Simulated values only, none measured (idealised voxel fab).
Name of the process module below: voxel air gaps
Displayed cross-section: cut, width of 150 nm, square cells sized 5 nm.
In this document a cross-section is written as a grid of square cells. It is given as a series of bands, listed from the top down, and a band is one or more rows of cells. For a band, the entry starts with two heights in nm, that of the top and then that of the bottom, and carries on with the band's materials in order from left to right, each alongside its width in nm; the word "throughout" beside a single material means it fills the band edge to edge, and "blank" means empty space. Below 0: as-received wafer, all one material; heights counted from there. Lowest band: no bottom, goes on down, written "z 0 and below". Width: "30->40" (first number = top row, second number = bottom row, same change from row to row of cells). Take "no alteration" at face value: in the step it is given for, the cross-section changed in none of its cells. Entry "Trapped void list". Content: empty spaces with no open connection to the top, size 8 cells or greater. Each: width x height at distance. Distance: from left edge. Unit: nm. What comes after the settings on a step's line is commentary from the simulator itself on that step. overlay nm: mask right of planned place by this much (step with mask). Neg. = left.

The steps planned for the process are as follows
| 1 | RECEIVE (material Si) |
| 2 | CONFORMAL_DEP (material SiO2; thk nm 10) |
| 3 | CONFORMAL_DEP (material SiN; thk nm 5) |
| 4 | DIRECTIONAL_DEP (material SiO2; thk nm 30) |
| 5 | MASKED_ETCH (tone open; mask id LINES; width nm 15; pitch nm 45; etch materials SiO2; depth nm 30; overlay nm 0) |
| 6 | CONFORMAL_DEP (material TiN; thk nm 5) |
| 7 | FILL_DEP (material Ru; thk nm 10) |
| 8 | CMP (height nm 45) |
| 9 | EPI (material Ru; thk nm 10) |
| 10 | SELECTIVE_ETCH (etch materials SiO2; depth nm 40) |
| 11 | CONFORMAL_DEP (material SiN; thk nm 5) |

As-received wafer cross-section (after step 1)
	z 0 and below  Si throughout
	Trapped void list: none

Run as planned - first of the two wafers cross-sectioned at the end of the module
	z 60 to 55  blank: 5; SiN: 135; blank: 10
	z 55 to 45  blank: 5; SiN: 5; Ru: 35; SiN: 10; Ru: 35; SiN: 10; Ru: 35; SiN: 5; blank: 10
	z 45 to 40  blank: 5; SiN: 15; TiN: 5; Ru: 5; TiN: 5; SiN: 30; TiN: 5; Ru: 5; TiN: 5; SiN: 30; TiN: 5; Ru: 5; TiN: 5; SiN: 15; blank: 10
	z 40 to 20  blank: 15; SiN: 5; TiN: 5; Ru: 5; TiN: 5; SiN: 5; blank: 20; SiN: 5; TiN: 5; Ru: 5; TiN: 5; SiN: 5; blank: 20; SiN: 5; TiN: 5; Ru: 5; TiN: 5; SiN: 5; blank: 20
	z 20 to 15  SiN: 20; TiN: 15; SiN: 30; TiN: 15; SiN: 30; TiN: 15; SiN: 25
	z 15 to 10  SiN throughout
	z 10 to 0  SiO2 throughout
	z 0 and below  Si throughout
	Trapped void list: 20 x 20 at 40; 20 x 20 at 85

Wafer two, end of module, cross-section. Same start, same plan as wafer one. One mistake in the run
	z 60 to 55  blank: 10; SiN: 135; blank: 5
	z 55 to 45  blank: 10; SiN: 5; Ru: 35; SiN: 10; Ru: 35; SiN: 10; Ru: 35; SiN: 5; blank: 5
	z 45 to 40  blank: 10; SiN: 15; TiN: 5; Ru: 5; TiN: 5; SiN: 30; TiN: 5; Ru: 5; TiN: 5; SiN: 30; TiN: 5; Ru: 5; TiN: 5; SiN: 15; blank: 5
	z 40 to 20  blank: 20; SiN: 5; TiN: 5; Ru: 5; TiN: 5; SiN: 5; blank: 20; SiN: 5; TiN: 5; Ru: 5; TiN: 5; SiN: 5; blank: 20; SiN: 5; TiN: 5; Ru: 5; TiN: 5; SiN: 5; blank: 15
	z 20 to 15  SiN: 25; TiN: 15; SiN: 30; TiN: 15; SiN: 30; TiN: 15; SiN: 20
	z 15 to 10  SiN throughout
	z 10 to 0  SiO2 throughout
	z 0 and below  Si throughout
	Trapped void list: 20 x 20 at 45; 20 x 20 at 90
So what did we get wrong on this run? step 5: run off-plan, actual operation and settings MASKED_ETCH (tone open; mask id LINES; width nm 15; pitch nm 45; etch materials SiO2; depth nm 30; overlay nm 5)
At the close, every material occupies the same number of cells on the second wafer as on the first, only in different positions.
